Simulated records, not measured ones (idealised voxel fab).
process module | voxel ribs on slabs
cross-section cut | 140 nm wide | cells 5 nm
A cross-section is a grid of square cells, given in bands from the top down. A band is one or more rows of cells.
Each band's line starts with the height of the band's top and of its bottom, in nm. Then come its materials from left to right, each with its width in nm. One material with "throughout" fills the band from edge to edge. "air" is empty space.
Height 0 is the level under which the wafer as received is all one material. The lowest band goes on downwards, as in "0 down".
A width such as "30 to 40" changes by the same amount from each row of cells to the next, from the band's top row to its bottom row.
"no change" after a step means that no cell of the cross-section changed.
closed voids: empty space of 8 cells or more with no open way to the top, each as width x height at its distance from the left edge, in nm
after a step's settings: what the simulator itself notes on the step
overlay nm, on a step with a mask: how far to the right of its planned place the mask lay; to the left if negative
plan
1 op RECEIVE | material Si
2 op DIRECTIONAL_DEP | material SiO2 | thk nm 25
3 op DIRECTIONAL_DEP | material polySi | thk nm 15
4 op DIRECTIONAL_DEP | material aC | thk nm 10
5 op PATTERN | tone cover | mask id RIB | material resist | width nm 25 | thk nm 30 | overlay nm 0
6 op DIRECTIONAL_ETCH | etch materials aC | depth nm 10
7 op STRIP | etch materials resist
8 op DIRECTIONAL_ETCH | etch materials polySi | depth nm 10
9 op STRIP | etch materials aC
10 op DIRECTIONAL_DEP | material aC | thk nm 10
11 op PATTERN | tone cover | mask id SLAB | material resist | width nm 65 | thk nm 30 | overlay nm 0
12 op DIRECTIONAL_ETCH | etch materials aC | depth nm 10
13 op STRIP | etch materials resist
14 op DIRECTIONAL_ETCH | etch materials polySi | depth nm 5
15 op STRIP | etch materials aC
16 op FILL_DEP | material SiO2 | thk nm 25
17 op CMP | height nm 60
18 op DIRECTIONAL_DEP | material TiN | thk nm 10
19 op DIRECTIONAL_DEP | material aC | thk nm 10
20 op PATTERN | tone cover | mask id HEATER | material resist | width nm 35 | thk nm 25 | overlay nm 0
21 op DIRECTIONAL_ETCH | etch materials aC | depth nm 10
22 op STRIP | etch materials resist
23 op DIRECTIONAL_ETCH | etch materials TiN | depth nm 10
24 op STRIP | etch materials aC
25 op CONFORMAL_DEP | material SiO2 | thk nm 10
as received, after step 1
  0 down: Si throughout
  closed voids: none
first wafer at the end, as planned
  80 to 70: air 40 | SiO2 55 | air 45
  70 to 60: SiO2 50 | TiN 35 | SiO2 55
  60 to 40: SiO2 throughout
  40 to 30: SiO2 55 | polySi 25 | SiO2 60
  30 to 25: SiO2 35 | polySi 65 | SiO2 40
  25 to 0: SiO2 throughout
  0 down: Si throughout
  closed voids: none
second wafer at the end: like start, like plan, one mistake
  70 to 60: air 50 | TiN 35 | air 55
  60 to 40: SiO2 throughout
  40 to 30: SiO2 55 | polySi 25 | SiO2 60
  30 to 25: SiO2 35 | polySi 65 | SiO2 40
  25 to 0: SiO2 throughout
  0 down: Si throughout
  closed voids: none
what went wrong: step 25 was left out
at the end the second wafer has, in cells: 64 fewer of SiO2
